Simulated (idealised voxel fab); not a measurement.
A process module follows: voxel fin reveal.
Xsec cut, 245 nm wide, square cell size 5 nm.
The cross-sections in this document take the form of a grid made of square cells. They are written out as bands, in order from top to bottom. Each band consists of one or more rows of cells.
Quick guide to a band line: top height, bottom height (nm) up front; then every material left to right with its width in nm. Only one material and it's marked "full width"? Then it fills the band edge to edge. And "empty" just means empty space.
Heights are reckoned from 0. Under this level, the received wafer is all of one material. The bottommost band is open-ended downward, for example "0 nm and below".
A two-number width, for instance "30->40", indicates that the width is equal to the first number in the top row of the band and to the second number in the bottom row, and that it changes by a constant amount per row of cells.
It should be understood that the words "nothing different", when stated for a given step, signify that the cross-section underwent no change in any of its cells during that step.
Closed-off voids of 8+ cells (no open route to the top) go in "Enclosed voids", written width x height at distance from the left edge, in nm.
That trailing text on a step's line, after the settings, is the simulator's own remark on the step.
On any step carrying a mask, the "overlay nm" setting, if present on the step's line, tells how far right of its planned place the mask lay; negative values point to the left.
Pairs follow: section before one process step, section after it down to the lowest changed band, step with settings underneath. Pairs may come from different runs of this module on the same starting wafer; continuity with the pair above only as stated in the "State on entry" entry.
## State on entry
- 0 nm and below  Si full width
- Enclosed voids: none
## Cut View, Post-Step
- 5 nm to 0 nm  SiN full width
- Rest of section, below 0: as before.
- Enclosed voids: none
Which operation lies between the before and after views above? CONFORMAL_DEP | material SiN | thk nm 5
State on entry: identical to the post-step cross-section of the immediately preceding pair.
## Cut View, Post-Step
- 15 nm to 5 nm  aC full width
- Rest of section, below 5: as before.
- Enclosed voids: none
Which operation lies between the before and after views above? DIRECTIONAL_DEP | material aC | thk nm 10
State on entry: identical to the post-step cross-section of the immediately preceding pair.
## Cut View, Post-Step
- 40 nm to 15 nm  empty (75) / resist (15) / empty (25) / resist (15) / empty (25) / resist (15) / empty (75)
- Rest of section, below 15: as before.
- Enclosed voids: none
Which operation lies between the before and after views above? PATTERN | tone cover | mask id FINS | material resist | width nm 15 | pitch nm 40 | thk nm 25 | overlay nm 0
State on entry: identical to the post-step cross-section of the immediately preceding pair.
## Cut View, Post-Step
- 30 nm to 15 nm  empty (75) / resist (15) / empty (25) / resist (15) / empty (25) / resist (15) / empty (75)
- 15 nm to 5 nm  empty (75) / aC (15) / empty (25) / aC (15) / empty (25) / aC (15) / empty (75)
- Rest of section, below 5: as before.
- Enclosed voids: none
Which operation lies between the before and after views above? DIRECTIONAL_ETCH | etch materials aC | depth nm 10
State on entry: identical to the post-step cross-section of the immediately preceding pair.
## Cut View, Post-Step
- 15 nm to 5 nm  empty (75) / aC (15) / empty (25) / aC (15) / empty (25) / aC (15) / empty (75)
- Rest of section, below 5: as before.
- Enclosed voids: none
Which operation lies between the before and after views above? STRIP | etch materials resist
State on entry: identical to the post-step cross-section of the immediately preceding pair.
## Cut View, Post-Step
- 15 nm to 5 nm  empty (75) / aC (15) / empty (25) / aC (15) / empty (25) / aC (15) / empty (75)
- 5 nm to 0 nm  empty (75) / SiN (15) / empty (25) / SiN (15) / empty (25) / SiN (15) / empty (75)
- Rest of section, below 0: as before.
- Enclosed voids: none
Which operation lies between the before and after views above? DIRECTIONAL_ETCH | etch materials SiN | depth nm 5
State on entry: identical to the post-step cross-section of the immediately preceding pair.
## Cut View, Post-Step
- 15 nm to 5 nm  empty (75) / aC (15) / empty (25) / aC (15) / empty (25) / aC (15) / empty (75)
- 5 nm to 0 nm  empty (75) / SiN (15) / empty (25) / SiN (15) / empty (25) / SiN (15) / empty (75)
- 0 nm to -35 nm  empty (75) / Si (15) / empty (25) / Si (15) / empty (25) / Si (15) / empty (75)
- Rest of section, below -35: as before.
- Enclosed voids: none
Which operation lies between the before and after views above? DIRECTIONAL_ETCH | etch materials Si | depth nm 35
State on entry: identical to the post-step cross-section of the immediately preceding pair.
## Cut View, Post-Step
- 5 nm to 0 nm  empty (75) / SiN (15) / empty (25) / SiN (15) / empty (25) / SiN (15) / empty (75)
- Rest of section, below 0: as before.
- Enclosed voids: none
Which operation lies between the before and after views above? STRIP | etch materials aC
State on entry: identical to the post-step cross-section of the immediately preceding pair.
## Cut View, Post-Step
- 5 nm to 0 nm  empty (75) / SiN (15) / empty (25) / SiN (15) / empty (25) / SiN (15) / empty (75)
- 0 nm to -35 nm  empty (75) / SiO2 (5) / Si (5) / SiO2 (5) / empty (25) / SiO2 (5) / Si (5) / SiO2 (5) / empty (25) / SiO2 (5) / Si (5) / SiO2 (5) / empty (75)
- -35 nm to -40 nm  SiO2 (80) / Si (5) / SiO2 (35) / Si (5) / SiO2 (35) / Si (5) / SiO2 (80)
- Rest of section, below -40: as before.
- Enclosed voids: none
Which operation lies between the before and after views above? OXIDIZE | depth nm 5
State on entry: identical to the post-step cross-section of the immediately preceding pair.
## Cut View, Post-Step
- 10 nm to 5 nm  SiO2 full width
- 5 nm to 0 nm  SiO2 (75) / SiN (15) / SiO2 (25) / SiN (15) / SiO2 (25) / SiN (15) / SiO2 (75)
- 0 nm to -40 nm  SiO2 (80) / Si (5) / SiO2 (35) / Si (5) / SiO2 (35) / Si (5) / SiO2 (80)
- Rest of section, below -40: as before.
- Enclosed voids: none
Which operation lies between the before and after views above? FILL_DEP | material SiO2 | thk nm 5
State on entry: identical to the post-step cross-section of the immediately preceding pair.
## Cut View, Post-Step
- 5 nm to 0 nm  SiO2 (75) / SiN (15) / SiO2 (25) / SiN (15) / SiO2 (25) / SiN (15) / SiO2 (75)
- Rest of section, below 0: as before.
- Enclosed voids: none
Which operation lies between the before and after views above? CMP | height nm 5
State on entry: identical to the post-step cross-section of the immediately preceding pair.
## Cut View, Post-Step
- 5 nm to 0 nm  empty (75) / SiN (15) / empty (25) / SiN (15) / empty (25) / SiN (15) / empty (75)
- 0 nm to -25 nm  empty (80) / Si (5) / empty (35) / Si (5) / empty (35) / Si (5) / empty (80)
- Rest of section, below -25: as before.
- Enclosed voids: none
Which operation lies between the before and after views above? SELECTIVE_ETCH | etch materials SiO2 | depth nm 30
State on entry: identical to the post-step cross-section of the immediately preceding pair.
## Cut View, Post-Step
- 0 nm to -25 nm  empty (80) / Si (5) / empty (35) / Si (5) / empty (35) / Si (5) / empty (80)
- Rest of section, below -25: as before.
- Enclosed voids: none
Which operation lies between the before and after views above? STRIP | etch materials SiN
## State on entry
- 30 nm to 15 nm  empty (75) / resist (15) / empty (25) / resist (15) / empty (25) / resist (15) / empty (75)
- 15 nm to 5 nm  empty (75) / aC (15) / empty (25) / aC (15) / empty (25) / aC (15) / empty (75)
- 5 nm to 0 nm  SiN full width
- 0 nm and below  Si full width
- Enclosed voids: none
## Cut View, Post-Step
- 30 nm to 15 nm  empty (75) / resist (15) / empty (25) / resist (15) / empty (25) / resist (15) / empty (75)
- 15 nm to 5 nm  empty (75) / aC (15) / empty (25) / aC (15) / empty (25) / aC (15) / empty (75)
- 5 nm to 0 nm  empty (75) / SiN (15) / empty (25) / SiN (15) / empty (25) / SiN (15) / empty (75)
- Rest of section, below 0: as before.
- Enclosed voids: none
Which operation lies between the before and after views above? DIRECTIONAL_ETCH | etch materials SiN | depth nm 5
State on entry: identical to the post-step cross-section of the immediately preceding pair.
## Cut View, Post-Step
- 30 nm to 15 nm  empty (75) / resist (15) / empty (25) / resist (15) / empty (25) / resist (15) / empty (75)
- 15 nm to 5 nm  empty (75) / aC (15) / empty (25) / aC (15) / empty (25) / aC (15) / empty (75)
- 5 nm to 0 nm  empty (75) / SiN (15) / empty (25) / SiN (15) / empty (25) / SiN (15) / empty (75)
- 0 nm to -35 nm  empty (75) / Si (15) / empty (25) / Si (15) / empty (25) / Si (15) / empty (75)
- Rest of section, below -35: as before.
- Enclosed voids: none
Which operation lies between the before and after views above? DIRECTIONAL_ETCH | etch materials Si | depth nm 35
State on entry: identical to the post-step cross-section of the immediately preceding pair.
## Cut View, Post-Step
- 5 nm to 0 nm  empty (75) / SiN (15) / empty (25) / SiN (15) / empty (25) / SiN (15) / empty (75)
- Rest of section, below 0: as before.
- Enclosed voids: none
Which operation lies between the before and after views above? STRIP | etch materials aC
## State on entry
- 5 nm to 0 nm  empty (75) / SiN (15) / empty (25) / SiN (15) / empty (25) / SiN (15) / empty (75)
- 0 nm to -25 nm  empty (80) / Si (5) / empty (35) / Si (5) / empty (35) / Si (5) / empty (80)
- -25 nm to -40 nm  SiO2 (80) / Si (5) / SiO2 (35) / Si (5) / SiO2 (35) / Si (5) / SiO2 (80)
- -40 nm and below  Si full width
- Enclosed voids: none
## Cut View, Post-Step
- 5 nm to 0 nm  empty (75) / SiN (15) / empty (25) / SiN (15) / empty (25) / SiN (15) / empty (75)
- 0 nm to -40 nm  empty (80) / Si (5) / empty (35) / Si (5) / empty (35) / Si (5) / empty (80)
- Rest of section, below -40: as before.
- Enclosed voids: none
Which operation lies between the before and after views above? SELECTIVE_ETCH | etch materials SiO2 | depth nm 30
State on entry: identical to the post-step cross-section of the immediately preceding pair.
## Cut View, Post-Step
- 0 nm to -40 nm  empty (80) / Si (5) / empty (35) / Si (5) / empty (35) / Si (5) / empty (80)
- Rest of section, below -40: as before.
- Enclosed voids: none
Which operation lies between the before and after views above? STRIP | etch materials SiN
## State on entry
- 5 nm to 0 nm  SiO2 (75) / SiN (15) / SiO2 (25) / SiN (15) / SiO2 (25) / SiN (15) / SiO2 (75)
- 0 nm to -40 nm  SiO2 (80) / Si (5) / SiO2 (35) / Si (5) / SiO2 (35) / Si (5) / SiO2 (80)
- -40 nm and below  Si full width
- Enclosed voids: none
## Cut View, Post-Step
- 5 nm to 0 nm  SiO2 (75) / empty (15) / SiO2 (25) / empty (15) / SiO2 (25) / empty (15) / SiO2 (75)
- Rest of section, below 0: as before.
- Enclosed voids: none
Which operation lies between the before and after views above? STRIP | etch materials SiN
State on entry: identical to the post-step cross-section of the immediately preceding pair.
## Cut View, Post-Step
- 0 nm to -25 nm  empty (80) / Si (5) / empty (35) / Si (5) / empty (35) / Si (5) / empty (80)
- -25 nm to -30 nm  SiO2 (45) / empty (35) / Si (5) / empty (35) / Si (5) / empty (35) / Si (5) / empty (35) / SiO2 (45)
- Rest of section, below -30: as before.
- Enclosed voids: none
Which operation lies between the before and after views above? SELECTIVE_ETCH | etch materials SiO2 | depth nm 30
## State on entry
- 10 nm to 5 nm  SiO2 full width
- 5 nm to 0 nm  SiO2 (75) / SiN (15) / SiO2 (25) / SiN (15) / SiO2 (25) / SiN (15) / SiO2 (75)
- 0 nm to -40 nm  SiO2 (80) / Si (5) / SiO2 (35) / Si (5) / SiO2 (35) / Si (5) / SiO2 (80)
- -40 nm and below  Si full width
- Enclosed voids: none
## Cut View, Post-Step
- -5 nm to -40 nm  SiO2 (80) / Si (5) / SiO2 (35) / Si (5) / SiO2 (35) / Si (5) / SiO2 (80)
- Rest of section, below -40: as before.
- Enclosed voids: none
Which operation lies between the before and after views above? CMP | height nm -5
State on entry: identical to the post-step cross-section of the immediately preceding pair.
## Cut View, Post-Step
- -5 nm to -35 nm  empty (80) / Si (5) / empty (35) / Si (5) / empty (35) / Si (5) / empty (80)
- Rest of section, below -35: as before.
- Enclosed voids: none
Which operation lies between the before and after views above? SELECTIVE_ETCH | etch materials SiO2 | depth nm 30
## State on entry
- 15 nm to 5 nm  aC full width
- 5 nm to 0 nm  SiN full width
- 0 nm and below  Si full width
- Enclosed voids: none
## Cut View, Post-Step
- 40 nm to 15 nm  empty (75) / resist (20) / empty (20) / resist (20) / empty (20) / resist (20) / empty (70)
- Rest of section, below 15: as before.
- Enclosed voids: none
Which operation lies between the before and after views above? PATTERN | tone cover | mask id FINS | material resist | width nm 20 | pitch nm 40 | thk nm 25 | overlay nm 0
State on entry: identical to the post-step cross-section of the immediately preceding pair.
## Cut View, Post-Step
- 30 nm to 15 nm  empty (75) / resist (20) / empty (20) / resist (20) / empty (20) / resist (20) / empty (70)
- 15 nm to 5 nm  empty (75) / aC (20) / empty (20) / aC (20) / empty (20) / aC (20) / empty (70)
- Rest of section, below 5: as before.
- Enclosed voids: none
Which operation lies between the before and after views above? DIRECTIONAL_ETCH | etch materials aC | depth nm 10
State on entry: identical to the post-step cross-section of the immediately preceding pair.
## Cut View, Post-Step
- 15 nm to 5 nm  empty (75) / aC (20) / empty (20) / aC (20) / empty (20) / aC (20) / empty (70)
- Rest of section, below 5: as before.
- Enclosed voids: none
Which operation lies between the before and after views above? STRIP | etch materials resist
State on entry: identical to the post-step cross-section of the immediately preceding pair.
## Cut View, Post-Step
- 15 nm to 5 nm  empty (75) / aC (20) / empty (20) / aC (20) / empty (20) / aC (20) / empty (70)
- 5 nm to 0 nm  empty (75) / SiN (20) / empty (20) / SiN (20) / empty (20) / SiN (20) / empty (70)
- Rest of section, below 0: as before.
- Enclosed voids: none
Which operation lies between the before and after views above? DIRECTIONAL_ETCH | etch materials SiN | depth nm 5
State on entry: identical to the post-step cross-section of the immediately preceding pair.
## Cut View, Post-Step
- 15 nm to 5 nm  empty (75) / aC (20) / empty (20) / aC (20) / empty (20) / aC (20) / empty (70)
- 5 nm to 0 nm  empty (75) / SiN (20) / empty (20) / SiN (20) / empty (20) / SiN (20) / empty (70)
- 0 nm to -35 nm  empty (75) / Si (20) / empty (20) / Si (20) / empty (20) / Si (20) / empty (70)
- Rest of section, below -35: as before.
- Enclosed voids: none
Which operation lies between the before and after views above? DIRECTIONAL_ETCH | etch materials Si | depth nm 35
State on entry: identical to the post-step cross-section of the immediately preceding pair.
## Cut View, Post-Step
- 5 nm to 0 nm  empty (75) / SiN (20) / empty (20) / SiN (20) / empty (20) / SiN (20) / empty (70)
- Rest of section, below 0: as before.
- Enclosed voids: none
Which operation lies between the before and after views above? STRIP | etch materials aC
State on entry: identical to the post-step cross-section of the immediately preceding pair.
## Cut View, Post-Step
- 5 nm to 0 nm  empty (75) / SiN (20) / empty (20) / SiN (20) / empty (20) / SiN (20) / empty (70)
- 0 nm to -35 nm  empty (75) / SiO2 (5) / Si (10) / SiO2 (5) / empty (20) / SiO2 (5) / Si (10) / SiO2 (5) / empty (20) / SiO2 (5) / Si (10) / SiO2 (5) / empty (70)
- -35 nm to -40 nm  SiO2 (80) / Si (10) / SiO2 (30) / Si (10) / SiO2 (30) / Si (10) / SiO2 (75)
- Rest of section, below -40: as before.
- Enclosed voids: none
Which operation lies between the before and after views above? OXIDIZE | depth nm 5
State on entry: identical to the post-step cross-section of the immediately preceding pair.
## Cut View, Post-Step
- 10 nm to 5 nm  SiO2 full width
- 5 nm to 0 nm  SiO2 (75) / SiN (20) / SiO2 (20) / SiN (20) / SiO2 (20) / SiN (20) / SiO2 (70)
- 0 nm to -40 nm  SiO2 (80) / Si (10) / SiO2 (30) / Si (10) / SiO2 (30) / Si (10) / SiO2 (75)
- Rest of section, below -40: as before.
- Enclosed voids: none
Which operation lies between the before and after views above? FILL_DEP | material SiO2 | thk nm 5
State on entry: identical to the post-step cross-section of the immediately preceding pair.
## Cut View, Post-Step
- 5 nm to 0 nm  SiO2 (75) / SiN (20) / SiO2 (20) / SiN (20) / SiO2 (20) / SiN (20) / SiO2 (70)
- Rest of section, below 0: as before.
- Enclosed voids: none
Which operation lies between the before and after views above? CMP | height nm 5
State on entry: identical to the post-step cross-section of the immediately preceding pair.
## Cut View, Post-Step
- 5 nm to 0 nm  empty (75) / SiN (20) / empty (20) / SiN (20) / empty (20) / SiN (20) / empty (70)
- 0 nm to -25 nm  empty (80) / Si (10) / empty (30) / Si (10) / empty (30) / Si (10) / empty (75)
- Rest of section, below -25: as before.
- Enclosed voids: none
Which operation lies between the before and after views above? SELECTIVE_ETCH | etch materials SiO2 | depth nm 30
State on entry: identical to the post-step cross-section of the immediately preceding pair.
## Cut View, Post-Step
- 0 nm to -25 nm  empty (80) / Si (10) / empty (30) / Si (10) / empty (30) / Si (10) / empty (75)
- Rest of section, below -25: as before.
- Enclosed voids: none
Which operation lies between the before and after views above? STRIP | etch materials SiN
## State on entry
- 15 nm to 5 nm  aC full width
- 5 nm to 0 nm  SiN full width
- 0 nm and below  Si full width
- Enclosed voids: none
## Cut View, Post-Step
- 40 nm to 15 nm  empty (85) / resist (15) / empty (25) / resist (15) / empty (25) / resist (15) / empty (65)
- Rest of section, below 15: as before.
- Enclosed voids: none
Which operation lies between the before and after views above? PATTERN | tone cover | mask id FINS | material resist | width nm 15 | pitch nm 40 | thk nm 25 | overlay nm 10
State on entry: identical to the post-step cross-section of the immediately preceding pair.
## Cut View, Post-Step
- 30 nm to 15 nm  empty (85) / resist (15) / empty (25) / resist (15) / empty (25) / resist (15) / empty (65)
- 15 nm to 5 nm  empty (85) / aC (15) / empty (25) / aC (15) / empty (25) / aC (15) / empty (65)
- Rest of section, below 5: as before.
- Enclosed voids: none
Which operation lies between the before and after views above? DIRECTIONAL_ETCH | etch materials aC | depth nm 10
State on entry: identical to the post-step cross-section of the immediately preceding pair.
## Cut View, Post-Step
- 15 nm to 5 nm  empty (85) / aC (15) / empty (25) / aC (15) / empty (25) / aC (15) / empty (65)
- Rest of section, below 5: as before.
- Enclosed voids: none
Which operation lies between the before and after views above? STRIP | etch materials resist
State on entry: identical to the post-step cross-section of the immediately preceding pair.
## Cut View, Post-Step
- 15 nm to 5 nm  empty (85) / aC (15) / empty (25) / aC (15) / empty (25) / aC (15) / empty (65)
- 5 nm to 0 nm  empty (85) / SiN (15) / empty (25) / SiN (15) / empty (25) / SiN (15) / empty (65)
- Rest of section, below 0: as before.
- Enclosed voids: none
Which operation lies between the before and after views above? DIRECTIONAL_ETCH | etch materials SiN | depth nm 5
State on entry: identical to the post-step cross-section of the immediately preceding pair.
## Cut View, Post-Step
- 15 nm to 5 nm  empty (85) / aC (15) / empty (25) / aC (15) / empty (25) / aC (15) / empty (65)
- 5 nm to 0 nm  empty (85) / SiN (15) / empty (25) / SiN (15) / empty (25) / SiN (15) / empty (65)
- 0 nm to -35 nm  empty (85) / Si (15) / empty (25) / Si (15) / empty (25) / Si (15) / empty (65)
- Rest of section, below -35: as before.
- Enclosed voids: none
Which operation lies between the before and after views above? DIRECTIONAL_ETCH | etch materials Si | depth nm 35
State on entry: identical to the post-step cross-section of the immediately preceding pair.
## Cut View, Post-Step
- 5 nm to 0 nm  empty (85) / SiN (15) / empty (25) / SiN (15) / empty (25) / SiN (15) / empty (65)
- Rest of section, below 0: as before.
- Enclosed voids: none
Which operation lies between the before and after views above? STRIP | etch materials aC
State on entry: identical to the post-step cross-section of the immediately preceding pair.
## Cut View, Post-Step
- 5 nm to 0 nm  empty (85) / SiN (15) / empty (25) / SiN (15) / empty (25) / SiN (15) / empty (65)
- 0 nm to -35 nm  empty (85) / SiO2 (5) / Si (5) / SiO2 (5) / empty (25) / SiO2 (5) / Si (5) / SiO2 (5) / empty (25) / SiO2 (5) / Si (5) / SiO2 (5) / empty (65)
- -35 nm to -40 nm  SiO2 (90) / Si (5) / SiO2 (35) / Si (5) / SiO2 (35) / Si (5) / SiO2 (70)
- Rest of section, below -40: as before.
- Enclosed voids: none
Which operation lies between the before and after views above? OXIDIZE | depth nm 5
State on entry: identical to the post-step cross-section of the immediately preceding pair.
## Cut View, Post-Step
- 10 nm to 5 nm  SiO2 full width
- 5 nm to 0 nm  SiO2 (85) / SiN (15) / SiO2 (25) / SiN (15) / SiO2 (25) / SiN (15) / SiO2 (65)
- 0 nm to -40 nm  SiO2 (90) / Si (5) / SiO2 (35) / Si (5) / SiO2 (35) / Si (5) / SiO2 (70)
- Rest of section, below -40: as before.
- Enclosed voids: none
Which operation lies between the before and after views above? FILL_DEP | material SiO2 | thk nm 5
State on entry: identical to the post-step cross-section of the immediately preceding pair.
## Cut View, Post-Step
- 5 nm to 0 nm  SiO2 (85) / SiN (15) / SiO2 (25) / SiN (15) / SiO2 (25) / SiN (15) / SiO2 (65)
- Rest of section, below 0: as before.
- Enclosed voids: none
Which operation lies between the before and after views above? CMP | height nm 5
State on entry: identical to the post-step cross-section of the immediately preceding pair.
## Cut View, Post-Step
- 5 nm to 0 nm  empty (85) / SiN (15) / empty (25) / SiN (15) / empty (25) / SiN (15) / empty (65)
- 0 nm to -25 nm  empty (90) / Si (5) / empty (35) / Si (5) / empty (35) / Si (5) / empty (70)
- Rest of section, below -25: as before.
- Enclosed voids: none
Which operation lies between the before and after views above? SELECTIVE_ETCH | etch materials SiO2 | depth nm 30
State on entry: identical to the post-step cross-section of the immediately preceding pair.
## Cut View, Post-Step
- 0 nm to -25 nm  empty (90) / Si (5) / empty (35) / Si (5) / empty (35) / Si (5) / empty (70)
- Rest of section, below -25: as before.
- Enclosed voids: none
Which operation lies between the before and after views above? STRIP | etch materials SiN
## State on entry
- 5 nm to 0 nm  empty (75) / SiN (15) / empty (25) / SiN (15) / empty (25) / SiN (15) / empty (75)
- 0 nm to -25 nm  empty (80) / Si (5) / empty (35) / Si (5) / empty (35) / Si (5) / empty (80)
- -25 nm to -40 nm  SiO2 (80) / Si (5) / SiO2 (35) / Si (5) / SiO2 (35) / Si (5) / SiO2 (80)
- -40 nm and below  Si full width
- Enclosed voids: none
## Cut View, Post-Step
- 5 nm to 0 nm  empty (75) / SiN (15) / empty (25) / SiN (15) / empty (25) / SiN (15) / empty (75)
- 0 nm to -40 nm  empty (80) / Si (5) / empty (35) / Si (5) / empty (35) / Si (5) / empty (80)
- Rest of section, below -40: as before.
- Enclosed voids: none
Which operation lies between the before and after views above? STRIP | etch materials SiO2
## State on entry
- 15 nm to 5 nm  aC full width
- 5 nm to 0 nm  SiN full width
- 0 nm and below  Si full width
- Enclosed voids: none
## Cut View, Post-Step
- 40 nm to 15 nm  resist (75) / empty (15) / resist (25) / empty (15) / resist (25) / empty (15) / resist (75)
- Rest of section, below 15: as before.
- Enclosed voids: none
Which operation lies between the before and after views above? PATTERN | tone open | mask id FINS | material resist | width nm 15 | pitch nm 40 | thk nm 25 | overlay nm 0
State on entry: identical to the post-step cross-section of the immediately preceding pair.
## Cut View, Post-Step
- 30 nm to 15 nm  resist (75) / empty (15) / resist (25) / empty (15) / resist (25) / empty (15) / resist (75)
- 15 nm to 5 nm  aC (75) / empty (15) / aC (25) / empty (15) / aC (25) / empty (15) / aC (75)
- Rest of section, below 5: as before.
- Enclosed voids: none
Which operation lies between the before and after views above? DIRECTIONAL_ETCH | etch materials aC | depth nm 10
State on entry: identical to the post-step cross-section of the immediately preceding pair.
## Cut View, Post-Step
- 15 nm to 5 nm  aC (75) / empty (15) / aC (25) / empty (15) / aC (25) / empty (15) / aC (75)
- Rest of section, below 5: as before.
- Enclosed voids: none
Which operation lies between the before and after views above? STRIP | etch materials resist
State on entry: identical to the post-step cross-section of the immediately preceding pair.
## Cut View, Post-Step
- 15 nm to 5 nm  aC (75) / empty (15) / aC (25) / empty (15) / aC (25) / empty (15) / aC (75)
- 5 nm to 0 nm  SiN (75) / empty (15) / SiN (25) / empty (15) / SiN (25) / empty (15) / SiN (75)
- Rest of section, below 0: as before.
- Enclosed voids: none
Which operation lies between the before and after views above? DIRECTIONAL_ETCH | etch materials SiN | depth nm 5
State on entry: identical to the post-step cross-section of the immediately preceding pair.
## Cut View, Post-Step
- 15 nm to 5 nm  aC (75) / empty (15) / aC (25) / empty (15) / aC (25) / empty (15) / aC (75)
- 5 nm to 0 nm  SiN (75) / empty (15) / SiN (25) / empty (15) / SiN (25) / empty (15) / SiN (75)
- 0 nm to -35 nm  Si (75) / empty (15) / Si (25) / empty (15) / Si (25) / empty (15) / Si (75)
- Rest of section, below -35: as before.
- Enclosed voids: none
Which operation lies between the before and after views above? DIRECTIONAL_ETCH | etch materials Si | depth nm 35
State on entry: identical to the post-step cross-section of the immediately preceding pair.
## Cut View, Post-Step
- 5 nm to 0 nm  SiN (75) / empty (15) / SiN (25) / empty (15) / SiN (25) / empty (15) / SiN (75)
- Rest of section, below 0: as before.
- Enclosed voids: none
Which operation lies between the before and after views above? STRIP | etch materials aC
State on entry: identical to the post-step cross-section of the immediately preceding pair.
## Cut View, Post-Step
- 5 nm to 0 nm  SiN (75) / empty (15) / SiN (25) / empty (15) / SiN (25) / empty (15) / SiN (75)
- 0 nm to -35 nm  Si (70) / SiO2 (5) / empty (15) / SiO2 (5) / Si (15) / SiO2 (5) / empty (15) / SiO2 (5) / Si (15) / SiO2 (5) / empty (15) / SiO2 (5) / Si (70)
- -35 nm to -40 nm  Si (70) / SiO2 (25) / Si (15) / SiO2 (25) / Si (15) / SiO2 (25) / Si (70)
- Rest of section, below -40: as before.
- Enclosed voids: none
Which operation lies between the before and after views above? OXIDIZE | depth nm 5
State on entry: identical to the post-step cross-section of the immediately preceding pair.
## Cut View, Post-Step
- 10 nm to 5 nm  SiO2 full width
- 5 nm to 0 nm  SiN (75) / SiO2 (15) / SiN (25) / SiO2 (15) / SiN (25) / SiO2 (15) / SiN (75)
- 0 nm to -40 nm  Si (70) / SiO2 (25) / Si (15) / SiO2 (25) / Si (15) / SiO2 (25) / Si (70)
- Rest of section, below -40: as before.
- Enclosed voids: none
Which operation lies between the before and after views above? FILL_DEP | material SiO2 | thk nm 5
State on entry: identical to the post-step cross-section of the immediately preceding pair.
## Cut View, Post-Step
- 5 nm to 0 nm  SiN (75) / SiO2 (15) / SiN (25) / SiO2 (15) / SiN (25) / SiO2 (15) / SiN (75)
- Rest of section, below 0: as before.
- Enclosed voids: none
Which operation lies between the before and after views above? CMP | height nm 5
State on entry: identical to the post-step cross-section of the immediately preceding pair.
## Cut View, Post-Step
- 5 nm to 0 nm  SiN (75) / empty (15) / SiN (25) / empty (15) / SiN (25) / empty (15) / SiN (75)
- 0 nm to -25 nm  Si (70) / empty (25) / Si (15) / empty (25) / Si (15) / empty (25) / Si (70)
- Rest of section, below -25: as before.
- Enclosed voids: none
Which operation lies between the before and after views above? SELECTIVE_ETCH | etch materials SiO2 | depth nm 30
State on entry: identical to the post-step cross-section of the immediately preceding pair.
## Cut View, Post-Step
- 0 nm to -25 nm  Si (70) / empty (25) / Si (15) / empty (25) / Si (15) / empty (25) / Si (70)
- Rest of section, below -25: as before.
- Enclosed voids: none
Which operation lies between the before and after views above? STRIP | etch materials SiN
